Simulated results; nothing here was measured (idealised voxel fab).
process module | voxel wiring stack
cross-section cut | 185 nm wide | cells 5 nm
A cross-section is a grid of square cells, given in bands from the top down. A band is one or more rows of cells.
Each band's line starts with the height of the band's top and of its bottom, in nm. Then come its materials from left to right, each with its width in nm. One material with "throughout" fills the band from edge to edge. "air" is empty space.
Height 0 is the level under which the wafer as received is all one material. The lowest band goes on downwards, as in "0 down".
A width such as "30 to 40" changes by the same amount from each row of cells to the next, from the band's top row to its bottom row.
"no change" after a step means that no cell of the cross-section changed.
closed voids: empty space of 8 cells or more with no open way to the top, each as width x height at its distance from the left edge, in nm
after a step's settings: what the simulator itself notes on the step
overlay nm, on a step with a mask: how far to the right of its planned place the mask lay; to the left if negative
plan
1 op RECEIVE | material Si
2 op CONFORMAL_DEP | material SiO2 | thk nm 10
3 op CONFORMAL_DEP | material SiCN | thk nm 5
4 op DIRECTIONAL_DEP | material SiO2 | thk nm 20
5 op DIRECTIONAL_DEP | material aC | thk nm 15
6 op PATTERN | tone open | mask id METAL_1 | material resist | width nm 30 | pitch nm 50 | thk nm 35 | overlay nm 0
7 op DIRECTIONAL_ETCH | etch materials aC | depth nm 15
8 op STRIP | etch materials resist
9 op DIRECTIONAL_ETCH | etch materials SiO2 | depth nm 20
10 op DIRECTIONAL_ETCH | etch materials SiCN | depth nm 5
11 op STRIP | etch materials aC
12 op CONFORMAL_DEP | material TiN | thk nm 5
13 op FILL_DEP | material Ru | thk nm 5
14 op CMP | height nm 35
15 op CONFORMAL_DEP | material SiCN | thk nm 5
16 op DIRECTIONAL_DEP | material lowk | thk nm 35
17 op PATTERN | tone open | mask id METAL_2 | material resist | width nm 30 | pitch nm 50 | thk nm 20 | overlay nm 0
18 op DIRECTIONAL_ETCH | etch materials lowk | depth nm 20
19 op STRIP | etch materials resist
20 op PATTERN | tone open | mask id METAL_2_HOLES | material resist | width nm 15 | pitch nm 50 | thk nm 15 | overlay nm 0
21 op DIRECTIONAL_ETCH | etch materials lowk | depth nm 15
22 op DIRECTIONAL_ETCH | etch materials SiCN | depth nm 5
23 op STRIP | etch materials resist
24 op CONFORMAL_DEP | material TiN | thk nm 5
25 op FILL_DEP | material Cu | thk nm 5
26 op CMP | height nm 75
27 op CONFORMAL_DEP | material SiN | thk nm 5
first wafer, as planned
as received, after step 1
  0 down: Si throughout
  closed voids: none
after step 2
  10 to 0: SiO2 throughout
  below 0: unchanged
after step 3
  15 to 10: SiCN throughout
  below 10: unchanged
after step 4
  35 to 15: SiO2 throughout
  below 15: unchanged
after step 5
  50 to 35: aC throughout
  below 35: unchanged
after step 6
  85 to 50: resist 50 | air 30 | resist 20 | air 30 | resist 55
  below 50: unchanged
after step 7
  70 to 50: resist 50 | air 30 | resist 20 | air 30 | resist 55
  50 to 35: aC 50 | air 30 | aC 20 | air 30 | aC 55
  below 35: unchanged
after step 8
  50 to 35: aC 50 | air 30 | aC 20 | air 30 | aC 55
  below 35: unchanged
after step 9
  50 to 35: aC 50 | air 30 | aC 20 | air 30 | aC 55
  35 to 15: SiO2 50 | air 30 | SiO2 20 | air 30 | SiO2 55
  below 15: unchanged
after step 10
  50 to 35: aC 50 | air 30 | aC 20 | air 30 | aC 55
  35 to 15: SiO2 50 | air 30 | SiO2 20 | air 30 | SiO2 55
  15 to 10: SiCN 50 | air 30 | SiCN 20 | air 30 | SiCN 55
  below 10: unchanged
after step 11
  35 to 15: SiO2 50 | air 30 | SiO2 20 | air 30 | SiO2 55
  below 15: unchanged
after step 12
  40 to 35: TiN 55 | air 20 | TiN 30 | air 20 | TiN 60
  35 to 15: SiO2 50 | TiN 5 | air 20 | TiN 5 | SiO2 20 | TiN 5 | air 20 | TiN 5 | SiO2 55
  15 to 10: SiCN 50 | TiN 30 | SiCN 20 | TiN 30 | SiCN 55
  below 10: unchanged
after step 13
  45 to 40: Ru throughout
  40 to 35: TiN 55 | Ru 20 | TiN 30 | Ru 20 | TiN 60
  35 to 15: SiO2 50 | TiN 5 | Ru 20 | TiN 5 | SiO2 20 | TiN 5 | Ru 20 | TiN 5 | SiO2 55
  below 15: unchanged
after step 14
  35 to 15: SiO2 50 | TiN 5 | Ru 20 | TiN 5 | SiO2 20 | TiN 5 | Ru 20 | TiN 5 | SiO2 55
  below 15: unchanged
after step 15
  40 to 35: SiCN throughout
  below 35: unchanged
after step 16
  75 to 40: lowk throughout
  below 40: unchanged
after step 17
  95 to 75: resist 50 | air 30 | resist 20 | air 30 | resist 55
  below 75: unchanged
after step 18
  95 to 75: resist 50 | air 30 | resist 20 | air 30 | resist 55
  75 to 55: lowk 50 | air 30 | lowk 20 | air 30 | lowk 55
  below 55: unchanged
after step 19
  75 to 55: lowk 50 | air 30 | lowk 20 | air 30 | lowk 55
  below 55: unchanged
after step 20
  90 to 75: resist 50 | air 15 | resist 35 | air 15 | resist 70
  75 to 55: lowk 50 | air 15 | resist 15 | lowk 20 | air 15 | resist 15 | lowk 55
  below 55: unchanged
after step 21
  90 to 75: resist 50 | air 15 | resist 35 | air 15 | resist 70
  75 to 55: lowk 50 | air 15 | resist 15 | lowk 20 | air 15 | resist 15 | lowk 55
  55 to 40: lowk 50 | air 15 | lowk 35 | air 15 | lowk 70
  below 40: unchanged
after step 22
  90 to 75: resist 50 | air 15 | resist 35 | air 15 | resist 70
  75 to 55: lowk 50 | air 15 | resist 15 | lowk 20 | air 15 | resist 15 | lowk 55
  55 to 40: lowk 50 | air 15 | lowk 35 | air 15 | lowk 70
  40 to 35: SiCN 50 | air 15 | SiCN 35 | air 15 | SiCN 70
  below 35: unchanged
after step 23
  75 to 55: lowk 50 | air 30 | lowk 20 | air 30 | lowk 55
  below 55: unchanged
after step 24
  80 to 75: TiN 55 | air 20 | TiN 30 | air 20 | TiN 60
  75 to 60: lowk 50 | TiN 5 | air 20 | TiN 5 | lowk 20 | TiN 5 | air 20 | TiN 5 | lowk 55
  60 to 55: lowk 50 | TiN 5 | air 5 | TiN 20 | lowk 20 | TiN 5 | air 5 | TiN 20 | lowk 55
  55 to 40: lowk 50 | TiN 5 | air 5 | TiN 5 | lowk 35 | TiN 5 | air 5 | TiN 5 | lowk 70
  40 to 35: SiCN 50 | TiN 15 | SiCN 35 | TiN 15 | SiCN 70
  below 35: unchanged
after step 25
  85 to 80: Cu throughout
  80 to 75: TiN 55 | Cu 20 | TiN 30 | Cu 20 | TiN 60
  75 to 60: lowk 50 | TiN 5 | Cu 20 | TiN 5 | lowk 20 | TiN 5 | Cu 20 | TiN 5 | lowk 55
  60 to 55: lowk 50 | TiN 5 | Cu 5 | TiN 20 | lowk 20 | TiN 5 | Cu 5 | TiN 20 | lowk 55
  55 to 40: lowk 50 | TiN 5 | Cu 5 | TiN 5 | lowk 35 | TiN 5 | Cu 5 | TiN 5 | lowk 70
  below 40: unchanged
after step 26
  75 to 60: lowk 50 | TiN 5 | Cu 20 | TiN 5 | lowk 20 | TiN 5 | Cu 20 | TiN 5 | lowk 55
  below 60: unchanged
after step 27
  80 to 75: SiN throughout
  below 75: unchanged
second wafer: like start, like plan, one mistake. Through step 14 it matches the first wafer
when step 15 should have ended
  70 to 35: lowk throughout
  below 35: unchanged
when step 16 should have ended
  75 to 70: SiCN throughout
  below 70: unchanged
when step 17 should have ended
  95 to 75: resist 50 | air 30 | resist 20 | air 30 | resist 55
  below 75: unchanged
when step 18 should have ended: no change
when step 19 should have ended
  75 to 70: SiCN throughout
  below 70: unchanged
when step 20 should have ended
  90 to 75: resist 50 | air 15 | resist 35 | air 15 | resist 70
  below 75: unchanged
when step 21 should have ended: no change
when step 22 should have ended
  90 to 75: resist 50 | air 15 | resist 35 | air 15 | resist 70
  75 to 70: SiCN 50 | air 15 | SiCN 35 | air 15 | SiCN 70
  below 70: unchanged
when step 23 should have ended
  75 to 70: SiCN 50 | air 15 | SiCN 35 | air 15 | SiCN 70
  below 70: unchanged
when step 24 should have ended
  80 to 75: TiN 55 | air 5 | TiN 45 | air 5 | TiN 75
  75 to 70: SiCN 50 | TiN 15 | SiCN 35 | TiN 15 | SiCN 70
  below 70: unchanged
when step 25 should have ended
  85 to 80: Cu throughout
  80 to 75: TiN 55 | Cu 5 | TiN 45 | Cu 5 | TiN 75
  below 75: unchanged
when step 26 should have ended
  75 to 70: SiCN 50 | TiN 15 | SiCN 35 | TiN 15 | SiCN 70
  below 70: unchanged
when step 27 should have ended
  80 to 75: SiN throughout
  below 75: unchanged
what went wrong: steps 15 and 16 were swapped
at the end the second wafer has, in cells: 32 fewer of Cu | 34 fewer of TiN | 66 more of lowk
